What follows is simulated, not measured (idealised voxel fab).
This is a process module. Its name is voxel ribs on slabs.
Cross-section cut spans 150 nm and uses square cells 5 nm in size.
This document writes a cross-section as a grid whose cells are square, and gives it as bands, listed from the top down; one or more rows of cells form a band. The entry gives the band's vertical extent as a top height and a bottom height in nm, then its horizontal make-up as materials from left to right, each with a width in nm. "empty" stands for empty space; a single material marked "everywhere" fills the band edge to edge. Heights are reckoned from 0. Under this level, the received wafer is all of one material. The bottommost band is open-ended downward, for example "z 0 and below". Top row gets the first number, bottom row gets the second, and each row in between changes by the same step: that is how a band width like "30..40" works. "left unchanged" after a step means that no cell of the cross-section changed. Closed empty spaces (no open way to the top) of 8 cells or more are what "Voids, fully enclosed" lists, each as width x height at distance from the left edge, nm for all three. Note: text after step settings on the step line = simulator remark on that step. The setting "overlay nm" may be written on the line of a step. When the step uses a mask, the value reports how far to the right of the planned place the mask lay, and a negative value reports that it lay to the left.

## The process steps that were planned are listed below
step 1: RECEIVE, material Si
step 2: DIRECTIONAL_DEP, material SiO2, thk nm 25
step 3: DIRECTIONAL_DEP, material polySi, thk nm 25
step 4: DIRECTIONAL_DEP, material aC, thk nm 10
step 5: PATTERN, tone cover, mask id RIB, material resist, width nm 25, thk nm 25, overlay nm 0
step 6: DIRECTIONAL_ETCH, etch materials aC, depth nm 10
step 7: STRIP, etch materials resist
step 8: DIRECTIONAL_ETCH, etch materials polySi, depth nm 10
step 9: STRIP, etch materials aC
step 10: MASKED_ETCH, tone cover, mask id SLAB, width nm 55, etch materials polySi, depth nm 15, overlay nm 0
step 11: FILL_DEP, material SiO2, thk nm 15
step 12: CMP, height nm 60
step 13: DIRECTIONAL_DEP, material W, thk nm 5
step 14: DIRECTIONAL_DEP, material aC, thk nm 10
step 15: PATTERN, tone cover, mask id HEATER, material resist, width nm 35, thk nm 30, overlay nm 0
step 16: DIRECTIONAL_ETCH, etch materials aC, depth nm 10
step 17: STRIP, etch materials resist
step 18: DIRECTIONAL_ETCH, etch materials W, depth nm 5
step 19: STRIP, etch materials aC
step 20: CONFORMAL_DEP, material SiN, thk nm 5

## Cross-section of the incoming wafer, state after step 1
	z 0 and below | Si everywhere
	Voids, fully enclosed: none

## Wafer cross-section at module end: first of two, run to plan
	z 70 to 65 | empty (50); SiN (45); empty (55)
	z 65 to 60 | SiN (55); W (35); SiN (60)
	z 60 to 50 | SiO2 everywhere
	z 50 to 40 | SiO2 (60); polySi (25); SiO2 (65)
	z 40 to 25 | SiO2 (45); polySi (55); SiO2 (50)
	z 25 to 0 | SiO2 everywhere
	z 0 and below | Si everywhere
	Voids, fully enclosed: none

## Cross-sectional view of the second of two wafers upon completion of the module. This wafer shared its starting condition and process plan with the first; one error was made during its execution
	z 70 to 65 | empty (50); SiN (45); empty (55)
	z 65 to 60 | SiN (55); W (35); SiN (60)
	z 60 to 50 | SiO2 everywhere
	z 50 to 40 | SiO2 (60); polySi (25); SiO2 (65)
	z 40 to 25 | SiO2 (40); polySi (65); SiO2 (45)
	z 25 to 0 | SiO2 everywhere
	z 0 and below | Si everywhere
	Voids, fully enclosed: none
The mistake made against the process plan was this: contrary to plan, step 10 was performed as MASKED_ETCH, tone cover, mask id SLAB, width nm 65, etch materials polySi, depth nm 15, overlay nm 0
End check, counted in cells, second wafer has more or fewer of these materials than the first: SiO2: 6 fewer | polySi: 6 more
